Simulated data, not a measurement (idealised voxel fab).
Process module in this document: voxel transistor to metal
The width of the displayed cross-section, cut, is 270 nm; its cells are square, with a size of 5 nm.
In what follows, cross-sections appear as grids of square cells, described through bands that run from the top down, where every band is one or more rows of cells. Top height, bottom height, nm. Materials left to right, width each, nm. Single material + "full width" = fills band edge to edge. "air" = empty. Zero point of the height axis is 0; under it, received wafer = one material. Lowest band: continues down indefinitely, "0 nm and below". So if you see something like "30 to 40" for the width, read it as the top row of the band sitting at the first number and the bottom row at the second, with every row in between moving by the same amount as the last. Where a step carries "nothing changed", the cross-section came out of it unchanged, cell for cell. Empty spaces counting at least 8 cells and having no open way to the top are listed in "Cavities, sealed". The notation width x height at distance is used for each, the distance being from the left edge and all three values in nm. Past the settings on a step's line: simulator remark, on that step. overlay nm: mask right of planned place by this much (step with mask). Neg. = left.
Planned process steps
| 1 | RECEIVE (material Si) |
| 2 | CONFORMAL_DEP (material SiO2; thk nm 5) |
| 3 | CONFORMAL_DEP (material SiN; thk nm 15) |
| 4 | DIRECTIONAL_DEP (material aC; thk nm 10) |
| 5 | PATTERN (tone cover; mask id ACTIVE; material resist; width nm 105; pitch nm 125; thk nm 30; overlay nm -5) |
| 6 | DIRECTIONAL_ETCH (etch materials aC; depth nm 10) |
| 7 | STRIP (etch materials resist) |
| 8 | DIRECTIONAL_ETCH (etch materials SiN; depth nm 15) |
| 9 | DIRECTIONAL_ETCH (etch materials SiO2; depth nm 5) |
| 10 | DIRECTIONAL_ETCH (etch materials Si; depth nm 20) |
| 11 | STRIP (etch materials aC) |
| 12 | FILL_DEP (material SiO2; thk nm 10) |
| 13 | CMP (height nm 20) |
| 14 | SELECTIVE_ETCH (etch materials SiO2; depth nm 5) |
| 15 | STRIP (etch materials SiN) |
| 16 | SELECTIVE_ETCH (etch materials SiO2; depth nm 5) |
| 17 | OXIDIZE (depth nm 5) |
| 18 | DIRECTIONAL_DEP (material polySi; thk nm 25) |
| 19 | DIRECTIONAL_DEP (material SiCN; thk nm 15) |
| 20 | MASKED_ETCH (tone cover; mask id GATE; width nm 25; pitch nm 125; etch materials SiCN; depth nm 25; overlay nm 0) |
| 21 | MASKED_ETCH (tone cover; mask id GATE; width nm 25; pitch nm 125; etch materials polySi; depth nm 35; overlay nm 0) |
| 22 | CONFORMAL_DEP (material SiN; thk nm 5) |
| 23 | DIRECTIONAL_ETCH (etch materials SiN; depth nm 5) |
| 24 | DIRECTIONAL_ETCH (etch materials SiO2; depth nm 5) |
| 25 | DIRECTIONAL_ETCH (etch materials Si; depth nm 10) |
| 26 | EPI (material nSi; thk nm 10) |
| 27 | FILL_DEP (material SiO2; thk nm 5) |
| 28 | CMP (height nm 25) |
| 29 | STRIP (etch materials polySi) |
| 30 | SELECTIVE_ETCH (etch materials SiO2; depth nm 5) |
| 31 | CONFORMAL_DEP (material HfO2; thk nm 5) |
| 32 | CONFORMAL_DEP (material TiN; thk nm 5) |
| 33 | FILL_DEP (material W; thk nm 5) |
| 34 | CMP (height nm 20) |
| 35 | DIRECTIONAL_DEP (material SiO2; thk nm 10) |
| 36 | PATTERN (tone open; mask id CONTACT; material resist; width nm 15; thk nm 20; overlay nm 0) |
| 37 | DIRECTIONAL_ETCH (etch materials SiO2; depth nm 35) |
| 38 | STRIP (etch materials resist) |
| 39 | CONFORMAL_DEP (material TiN; thk nm 5) |
| 40 | FILL_DEP (material Ru; thk nm 10) |
| 41 | CMP (height nm 30) |
| 42 | DIRECTIONAL_DEP (material TiN; thk nm 5) |
| 43 | DIRECTIONAL_DEP (material Ru; thk nm 15) |
| 44 | MASKED_ETCH (tone cover; mask id METAL_1; width nm 15; etch materials Ru; depth nm 15; overlay nm 0) |
| 45 | MASKED_ETCH (tone cover; mask id METAL_1; width nm 15; etch materials TiN; depth nm 5; overlay nm 0) |
| 46 | CONFORMAL_DEP (material SiCN; thk nm 5) |
| 47 | FILL_DEP (material lowk; thk nm 5) |
| 48 | CMP (height nm 50) |
| 49 | CONFORMAL_DEP (material SiCN; thk nm 5) |
The plan shows the overlay nm of step 5 as the first wafer had it; this setting differs between the wafers, which start out alike.
Received condition of the first of several wafers, sectioned: post-step 1
0 nm and below | Si full width
Cavities, sealed: none
At the end of the module, after its last step, step 49, the first of several wafers appears in cross-section as follows
55 nm to 50 nm | SiCN full width
50 nm to 35 nm | lowk (25), SiCN (5), Ru (15), SiCN (5), lowk (45), SiCN (5), Ru (15), SiCN (5), lowk (30), SiCN (5), Ru (15), SiCN (5), lowk (45), SiCN (5), Ru (15), SiCN (5), lowk (25)
35 nm to 30 nm | SiCN (30), TiN (15), SiCN (55), TiN (15), SiCN (40), TiN (15), SiCN (55), TiN (15), SiCN (30)
30 nm to 20 nm | SiO2 (30), TiN (5), Ru (5), TiN (5), SiO2 (55), TiN (5), Ru (5), TiN (5), SiO2 (40), TiN (5), Ru (5), TiN (5), SiO2 (55), TiN (5), Ru (5), TiN (5), SiO2 (30)
20 nm to 10 nm | SiO2 (30), TiN (5), Ru (5), TiN (5), SiO2 (10), SiN (5), HfO2 (5), TiN (5), W (5), TiN (5), HfO2 (5), SiN (5), SiO2 (10), TiN (5), Ru (5), TiN (5), SiO2 (40), TiN (5), Ru (5), TiN (5), SiO2 (10), SiN (5), HfO2 (5), TiN (5), W (5), TiN (5), HfO2 (5), SiN (5), SiO2 (10), TiN (5), Ru (5), TiN (5), SiO2 (30)
10 nm to 5 nm | SiO2 (10), SiN (5), SiO2 (15), TiN (5), Ru (5), TiN (5), SiO2 (10), SiN (5), HfO2 (5), TiN (5), W (5), TiN (5), HfO2 (5), SiN (5), SiO2 (10), TiN (5), Ru (5), TiN (5), SiO2 (5), SiN (5), SiO2 (10), SiN (5), SiO2 (15), TiN (5), Ru (5), TiN (5), SiO2 (10), SiN (5), HfO2 (5), TiN (5), W (5), TiN (5), HfO2 (5), SiN (5), SiO2 (10), TiN (5), Ru (5), TiN (5), SiO2 (5), SiN (5), SiO2 (20)
5 nm to 0 nm | SiO2 (10), SiN (5), SiO2 (15), TiN (5), Ru (5), TiN (5), nSi (10), SiN (5), HfO2 (5), TiN (15), HfO2 (5), SiN (5), nSi (10), TiN (5), Ru (5), TiN (5), SiO2 (5), SiN (5), SiO2 (10), SiN (5), SiO2 (15), TiN (5), Ru (5), TiN (5), nSi (10), SiN (5), HfO2 (5), TiN (15), HfO2 (5), SiN (5), nSi (10), TiN (5), Ru (5), TiN (5), SiO2 (5), SiN (5), SiO2 (20)
0 nm to -5 nm | SiO2 (30), TiN (15), nSi (10), HfO2 (35), nSi (10), TiN (15), SiO2 (40), TiN (15), nSi (10), HfO2 (35), nSi (10), TiN (15), SiO2 (30)
-5 nm to -15 nm | SiO2 (15), nSi (40), Si (35), nSi (30), SiO2 (20), nSi (40), Si (35), nSi (30), SiO2 (25)
-15 nm to -20 nm | SiO2 (15), Si (105), SiO2 (20), Si (105), SiO2 (25)
-20 nm and below | Si full width
Cavities, sealed: none
Cross-sectional view, end of module, last wafer of several
55 nm to 50 nm | SiCN full width
50 nm to 35 nm | lowk (25), SiCN (5), Ru (15), SiCN (5), lowk (45), SiCN (5), Ru (15), SiCN (5), lowk (30), SiCN (5), Ru (15), SiCN (5), lowk (45), SiCN (5), Ru (15), SiCN (5), lowk (25)
35 nm to 30 nm | SiCN (30), TiN (15), SiCN (55), TiN (15), SiCN (40), TiN (15), SiCN (55), TiN (15), SiCN (30)
30 nm to 20 nm | SiO2 (30), TiN (5), Ru (5), TiN (5), SiO2 (55), TiN (5), Ru (5), TiN (5), SiO2 (40), TiN (5), Ru (5), TiN (5), SiO2 (55), TiN (5), Ru (5), TiN (5), SiO2 (30)
20 nm to 10 nm | SiO2 (30), TiN (5), Ru (5), TiN (5), SiO2 (10), SiN (5), HfO2 (5), TiN (5), W (5), TiN (5), HfO2 (5), SiN (5), SiO2 (10), TiN (5), Ru (5), TiN (5), SiO2 (40), TiN (5), Ru (5), TiN (5), SiO2 (10), SiN (5), HfO2 (5), TiN (5), W (5), TiN (5), HfO2 (5), SiN (5), SiO2 (10), TiN (5), Ru (5), TiN (5), SiO2 (30)
10 nm to 5 nm | SiO2 (20), SiN (5), SiO2 (5), TiN (5), Ru (5), TiN (5), SiO2 (10), SiN (5), HfO2 (5), TiN (5), W (5), TiN (5), HfO2 (5), SiN (5), SiO2 (10), TiN (5), Ru (5), TiN (5), SiO2 (15), SiN (5), SiO2 (10), SiN (5), SiO2 (5), TiN (5), Ru (5), TiN (5), SiO2 (10), SiN (5), HfO2 (5), TiN (5), W (5), TiN (5), HfO2 (5), SiN (5), SiO2 (10), TiN (5), Ru (5), TiN (5), SiO2 (15), SiN (5), SiO2 (10)
5 nm to 0 nm | SiO2 (20), SiN (5), SiO2 (5), TiN (5), Ru (5), TiN (5), nSi (10), SiN (5), HfO2 (5), TiN (15), HfO2 (5), SiN (5), nSi (10), TiN (5), Ru (5), TiN (5), SiO2 (15), SiN (5), SiO2 (10), SiN (5), SiO2 (5), TiN (5), Ru (5), TiN (5), nSi (10), SiN (5), HfO2 (5), TiN (15), HfO2 (5), SiN (5), nSi (10), TiN (5), Ru (5), TiN (5), SiO2 (15), SiN (5), SiO2 (10)
0 nm to -5 nm | SiO2 (30), TiN (15), nSi (10), HfO2 (35), nSi (10), TiN (15), SiO2 (40), TiN (15), nSi (10), HfO2 (35), nSi (10), TiN (15), SiO2 (30)
-5 nm to -15 nm | SiO2 (25), nSi (30), Si (35), nSi (40), SiO2 (20), nSi (30), Si (35), nSi (40), SiO2 (15)
-15 nm to -20 nm | SiO2 (25), Si (105), SiO2 (20), Si (105), SiO2 (15)
-20 nm and below | Si full width
Cavities, sealed: none
The table below has one row for each wafer; a row shows, as of the end of the module, how many cells of each material the wafer has gained, marked (+), or lost, marked (-), since it was received, and then the wafer's closed voids
overlay nm -5, +30 HfO2, +60 Ru, -146 Si, +120 SiCN, +24 SiN, +236 SiO2, +90 TiN, +6 W, +102 lowk, +72 nSi, Cavities, sealed: none
overlay nm 0, +30 HfO2, +60 Ru, -146 Si, +120 SiCN, +24 SiN, +236 SiO2, +90 TiN, +6 W, +102 lowk, +72 nSi, Cavities, sealed: none
overlay nm 5, +30 HfO2, +60 Ru, -146 Si, +120 SiCN, +24 SiN, +236 SiO2, +90 TiN, +6 W, +102 lowk, +72 nSi, Cavities, sealed: none
